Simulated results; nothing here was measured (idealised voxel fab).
A process module follows: voxel ribs on slabs.
In the cross-section labelled cut, the width is 295 nm and each square cell is 5 nm.
Each cross-section below is a grid of square cells, stated as bands in top-down order, with one or more rows of cells making up each band. Quick guide to a band line: top height, bottom height (nm) up front; then every material left to right with its width in nm. Only one material and it's marked "throughout"? Then it fills the band edge to edge. And "air" just means empty space. Height is counted from the level 0, under which the received wafer is composed throughout of one material. The lowest of the bands is not closed at the bottom but continues downward, in the notation "from 0 down". Note: "30..40" means the width goes from the first number (top row of the band) to the second number (bottom row) in equal steps per row of cells. Given "no change occurred" for a step, no cell of the cross-section differs between before and after that step. The label "Sealed cavities" introduces a list of the empty spaces, 8 cells or larger, that have no open way up to the top; each entry in it reads width x height at distance, where the distance is taken from the left edge and all three are stated in nm. If you see something after the settings on a step's line, that's the simulator's own remark about that step. "overlay nm" denotes, for a step that has a mask, the displacement of the mask to the right of its planned place, with negative values corresponding to the left.
-- Set out below are the planned steps of the process
| 1 | RECEIVE, material Si |
| 2 | DIRECTIONAL_DEP, material SiO2, thk nm 30 |
| 3 | DIRECTIONAL_DEP, material SiN, thk nm 15 |
| 4 | DIRECTIONAL_DEP, material aC, thk nm 10 |
| 5 | PATTERN, tone cover, mask id RIB, material resist, width nm 20, thk nm 25, overlay nm 0 |
| 6 | DIRECTIONAL_ETCH, etch materials aC, depth nm 10 |
| 7 | STRIP, etch materials resist |
| 8 | DIRECTIONAL_ETCH, etch materials SiN, depth nm 5 |
| 9 | STRIP, etch materials aC |
| 10 | PATTERN, tone cover, mask id SLAB, material resist, width nm 70, thk nm 15, overlay nm 0 |
| 11 | DIRECTIONAL_ETCH, etch materials SiN, depth nm 10 |
| 12 | STRIP, etch materials resist |
| 13 | FILL_DEP, material SiO2, thk nm 20 |
| 14 | CMP, height nm 55 |
| 15 | DIRECTIONAL_DEP, material TiN, thk nm 5 |
| 16 | PATTERN, tone cover, mask id HEATER, material resist, width nm 30, thk nm 15, overlay nm 0 |
| 17 | DIRECTIONAL_ETCH, etch materials TiN, depth nm 5 |
| 18 | STRIP, etch materials resist |
| 19 | CONFORMAL_DEP, material SiN, thk nm 10 |
-- Shown in cross-section is the wafer as received, that is, as it stands after step 1
	from 0 down  Si throughout
	Sealed cavities: none
-- Here's the wafer cut in cross-section after the module, started and planned just like above, except one thing was done wrong in the run
	from 70 to 65  120 nm air; 50 nm SiN; 125 nm air
	from 65 to 60  SiN throughout
	from 60 to 55  130 nm SiN; 30 nm TiN; 135 nm SiN
	from 55 to 45  SiO2 throughout
	from 45 to 40  135 nm SiO2; 20 nm SiN; 140 nm SiO2
	from 40 to 30  100 nm SiO2; 70 nm SiN; 125 nm SiO2
	from 30 to 0  SiO2 throughout
	from 0 down  Si throughout
	Sealed cavities: none
Processing error: step 10 was run on a setting that differed from the plan, and what really ran there is PATTERN, tone cover, mask id SLAB, material resist, width nm 70, thk nm 15, overlay nm -10
